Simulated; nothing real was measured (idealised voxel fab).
process module | voxel ribs on slabs
It is cross-section cut that appears here, measuring 275 nm in width, its square cells being 5 nm in size.
Bands, listed from the top down, are how a cross-section gets written in this document; the cross-section itself is a grid of square cells, and a band is one or more rows of them. Band entry format. Leading values: height of top, height of bottom, nm. Remainder: materials in left-to-right order, each with its width in nm. Special words: "edge to edge" on a single material, which then fills the band edge to edge; "air", empty space. Heights are measured from 0, the level below which the as-received wafer is all one material; the lowest band has no bottom and continues downward, written as in "top 0, no bottom". The two numbers in a width such as "30->40" mark its ends across the band: the first belongs to the top row of cells, the second to the bottom row, and from each row to the next the width moves by the same amount. You'll sometimes find "everything unchanged" written for a step, and that's the way of saying that nowhere in the cross-section did a cell change during that step. This entry, "Cavities, closed", enumerates those empty regions of no fewer than 8 cells that possess no open connection to the top. Each region is reported in the form width x height at distance, the distance being taken from the left edge, with all three quantities expressed in nm. It should be noted that, on the line of a given step, the content following the step's settings is a remark produced by the simulator itself with respect to that step. For masked steps, "overlay nm" on the step line gives how far right of plan the mask actually lay; a minus sign means it lay to the left.

Here's what the planned process steps look like:
1,RECEIVE: material Si
2,DIRECTIONAL_DEP: material SiO2, thk nm 30
3,DIRECTIONAL_DEP: material polySi, thk nm 25
4,MASKED_ETCH: tone cover, mask id RIB, width nm 15, etch materials polySi, depth nm 15, overlay nm 0
5,PATTERN: tone cover, mask id SLAB, material resist, width nm 75, thk nm 15, overlay nm 0
6,DIRECTIONAL_ETCH: etch materials polySi, depth nm 10
7,STRIP: etch materials resist
8,FILL_DEP: material SiO2, thk nm 25
9,CMP: height nm 75
10,DIRECTIONAL_DEP: material W, thk nm 5
11,DIRECTIONAL_DEP: material aC, thk nm 15
12,PATTERN: tone cover, mask id HEATER, material resist, width nm 25, thk nm 30, overlay nm 0
13,DIRECTIONAL_ETCH: etch materials aC, depth nm 15
14,STRIP: etch materials resist
15,DIRECTIONAL_ETCH: etch materials W, depth nm 5
16,STRIP: etch materials aC
17,CONFORMAL_DEP: material SiO2, thk nm 10

Cross-sectional view of the wafer in its as-received condition, corresponding to the state after step 1:
    top 0, no bottom: Si edge to edge
    Cavities, closed: none

Run as planned - first of the two wafers cross-sectioned at the end of the module:
    top 90, bottom 85: 115 of air / 45 of SiO2 / 115 of air
    top 85, bottom 80: SiO2 edge to edge
    top 80, bottom 75: 125 of SiO2 / 25 of W / 125 of SiO2
    top 75, bottom 55: SiO2 edge to edge
    top 55, bottom 40: 130 of SiO2 / 15 of polySi / 130 of SiO2
    top 40, bottom 30: 100 of SiO2 / 75 of polySi / 100 of SiO2
    top 30, bottom 0: SiO2 edge to edge
    top 0, no bottom: Si edge to edge
    Cavities, closed: none

Wafer two, sectioned after the module: the first wafer's start, the first wafer's plan, and one mistake in how it was run:
    top 90, bottom 85: 120 of air / 45 of SiO2 / 110 of air
    top 85, bottom 80: SiO2 edge to edge
    top 80, bottom 75: 130 of SiO2 / 25 of W / 120 of SiO2
    top 75, bottom 55: SiO2 edge to edge
    top 55, bottom 40: 130 of SiO2 / 15 of polySi / 130 of SiO2
    top 40, bottom 30: 100 of SiO2 / 75 of polySi / 100 of SiO2
    top 30, bottom 0: SiO2 edge to edge
    top 0, no bottom: Si edge to edge
    Cavities, closed: none
So what did we get wrong on this run? step 12, actual vs plan mismatch, actual run PATTERN: tone cover, mask id HEATER, material resist, width nm 25, thk nm 30, overlay nm 5
The concluding comparison shows that, measured in cells, each material is equally abundant on both wafers, albeit at different positions.
